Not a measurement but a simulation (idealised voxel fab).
You're looking at the process module voxel wiring stack.
Cross-section cut spans 260 nm and uses square cells 5 nm in size.
A cross-section is written here as square cells arranged in a grid, and it is given in bands from the top down, each band taking up one or more rows of cells. Top height, bottom height, nm. Materials left to right, width each, nm. Single material + "throughout" = fills band edge to edge. "air" = empty. Heads up on the height convention: 0 is the point under which the incoming wafer is all one material, and the lowest band has no bottom, it just keeps going down, like "0 down". Width spec "30->40" -> top row of cells at first value, bottom row at second value, equal per-row change in between. Basically "nothing altered" means that step didn't change any cell in the cross-section. Closed-off voids of 8+ cells (no open route to the top) go in "Closed void list", written width x height at distance from the left edge, in nm. If you see something after the settings on a step's line, that's the simulator's own remark about that step. When a step includes a mask, the "overlay nm" setting on its line states how far to the right of its planned place that mask lay, and negative values state how far to the left.

Process steps (planned):
1,RECEIVE, material Si
2,CONFORMAL_DEP, material SiO2, thk nm 15
3,CONFORMAL_DEP, material SiN, thk nm 5
4,DIRECTIONAL_DEP, material lowk, thk nm 25
5,DIRECTIONAL_DEP, material aC, thk nm 10
6,PATTERN, tone open, mask id METAL_1, material resist, width nm 25, pitch nm 40, thk nm 30, overlay nm 0
7,DIRECTIONAL_ETCH, etch materials aC, depth nm 10
8,STRIP, etch materials resist
9,DIRECTIONAL_ETCH, etch materials lowk, depth nm 25
10,DIRECTIONAL_ETCH, etch materials SiN, depth nm 5
11,STRIP, etch materials aC
12,CONFORMAL_DEP, material TiN, thk nm 5
13,FILL_DEP, material Ru, thk nm 10
14,CMP, height nm 45
15,EPI, material Ru, thk nm 5
16,FILL_DEP, material SiCN, thk nm 5
17,DIRECTIONAL_DEP, material lowk, thk nm 30
18,DIRECTIONAL_DEP, material aC, thk nm 10
19,PATTERN, tone open, mask id METAL_2_HOLES, material resist, width nm 15, pitch nm 40, thk nm 25, overlay nm 0
20,DIRECTIONAL_ETCH, etch materials aC, depth nm 10
21,STRIP, etch materials resist
22,DIRECTIONAL_ETCH, etch materials lowk, depth nm 30
23,STRIP, etch materials aC
24,PATTERN, tone open, mask id METAL_2, material resist, width nm 25, pitch nm 40, thk nm 15, overlay nm 0
25,DIRECTIONAL_ETCH, etch materials lowk, depth nm 15
26,DIRECTIONAL_ETCH, etch materials SiCN, depth nm 5
27,STRIP, etch materials resist
28,CONFORMAL_DEP, material TiN, thk nm 5
29,FILL_DEP, material Cu, thk nm 5
30,CMP, height nm 85
31,CONFORMAL_DEP, material SiN, thk nm 5

As received, after step 1:
* 0 down = Si throughout
* Closed void list: none

Figure: cross-sectional view of the wafer upon completion of the module, processed from the initial state and according to the plan depicted above, with one error introduced during execution:
* 90 to 85 = SiN throughout
* 85 to 55 = 55 lowk  5 TiN  15 Cu  5 TiN  15 lowk  5 TiN  15 Cu  5 TiN  15 lowk  5 TiN  15 Cu  5 TiN  15 lowk  5 TiN  15 Cu  5 TiN  60 lowk
* 55 to 50 = 55 SiCN  25 TiN  15 SiCN  25 TiN  15 SiCN  25 TiN  15 SiCN  25 TiN  60 SiCN
* 50 to 45 = 50 SiCN  35 Ru  5 SiCN  35 Ru  5 SiCN  35 Ru  5 SiCN  35 Ru  55 SiCN
* 45 to 20 = 55 lowk  5 TiN  15 Ru  5 TiN  15 lowk  5 TiN  15 Ru  5 TiN  15 lowk  5 TiN  15 Ru  5 TiN  15 lowk  5 TiN  15 Ru  5 TiN  60 lowk
* 20 to 15 = 55 SiN  25 TiN  15 SiN  25 TiN  15 SiN  25 TiN  15 SiN  25 TiN  60 SiN
* 15 to 0 = SiO2 throughout
* 0 down = Si throughout
* Closed void list: none
Where did the run depart from the plan? step 25 of the plan was executed twice over
